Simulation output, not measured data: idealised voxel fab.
The process module that follows is named voxel air gaps.
Square cells of 5 nm make up the cross-section cut, whose width is 290 nm.
Cross-section = grid of square cells, listed top down in bands; band = one or more rows. A band entry consists of two parts. The first gives the height of the band's top and the height of its bottom, in nm. The rest lists the band's materials from left to right, each with its width in nm. A single material labelled with the word "edge to edge" fills the band from edge to edge, and the word "blank" marks empty space. For the purposes of this specification, 0 denotes the height below which the wafer in its as-received condition is composed wholly of one material, and the lowermost band, lacking a lower limit, extends downward without end, as expressed in "z 0 and below". The two numbers in a width such as "30->40" mark its ends across the band: the first belongs to the top row of cells, the second to the bottom row, and from each row to the next the width moves by the same amount. You'll sometimes find "remained unchanged" written for a step, and that's the way of saying that nowhere in the cross-section did a cell change during that step. "Entrapped voids": sealed empty spaces, 8 cells or more, no open way to top, listed width x height at distance, with distance from the left edge and width, height and distance in nm. Text after the settings on a step's line: the simulator's own remark on that step. "overlay nm", when on a step's line for a step with a mask, measures how far to the right of its planned place the mask lay; a negative measure means to the left.
Planned process steps:
- 1: op RECEIVE | material Si
- 2: op CONFORMAL_DEP | material SiO2 | thk nm 10
- 3: op CONFORMAL_DEP | material SiCN | thk nm 5
- 4: op DIRECTIONAL_DEP | material lowk | thk nm 40
- 5: op PATTERN | tone open | mask id LINES | material resist | width nm 15 | pitch nm 40 | thk nm 15 | overlay nm 0
- 6: op DIRECTIONAL_ETCH | etch materials lowk | depth nm 40
- 7: op STRIP | etch materials resist
- 8: op CONFORMAL_DEP | material TiN | thk nm 5
- 9: op FILL_DEP | material Ru | thk nm 10
- 10: op CMP | height nm 55
- 11: op EPI | material Ru | thk nm 10
- 12: op SELECTIVE_ETCH | etch materials lowk | depth nm 50
- 13: op CONFORMAL_DEP | material SiCN | thk nm 5
Cross-section of the wafer as it came to us, i.e., already through step 1:
  z 0 and below  Si edge to edge
  Entrapped voids: none
A wafer at the end: this start, this plan, one mistake:
  z 70 to 65  SiCN edge to edge
  z 65 to 50  Ru edge to edge
  z 50 to 45  100 of TiN, then 5 of Ru, then 35 of TiN, then 5 of Ru, then 35 of TiN, then 5 of Ru, then 105 of TiN
  z 45 to 20  95 of lowk, then 5 of TiN, then 5 of Ru, then 5 of TiN, then 25 of lowk, then 5 of TiN, then 5 of Ru, then 5 of TiN, then 25 of lowk, then 5 of TiN, then 5 of Ru, then 5 of TiN, then 100 of lowk
  z 20 to 15  95 of lowk, then 15 of TiN, then 25 of lowk, then 15 of TiN, then 25 of lowk, then 15 of TiN, then 100 of lowk
  z 15 to 10  SiCN edge to edge
  z 10 to 0  SiO2 edge to edge
  z 0 and below  Si edge to edge
  Entrapped voids: none
what went wrong: planned and actual differ for step 4; actual: op DIRECTIONAL_DEP | material lowk | thk nm 30
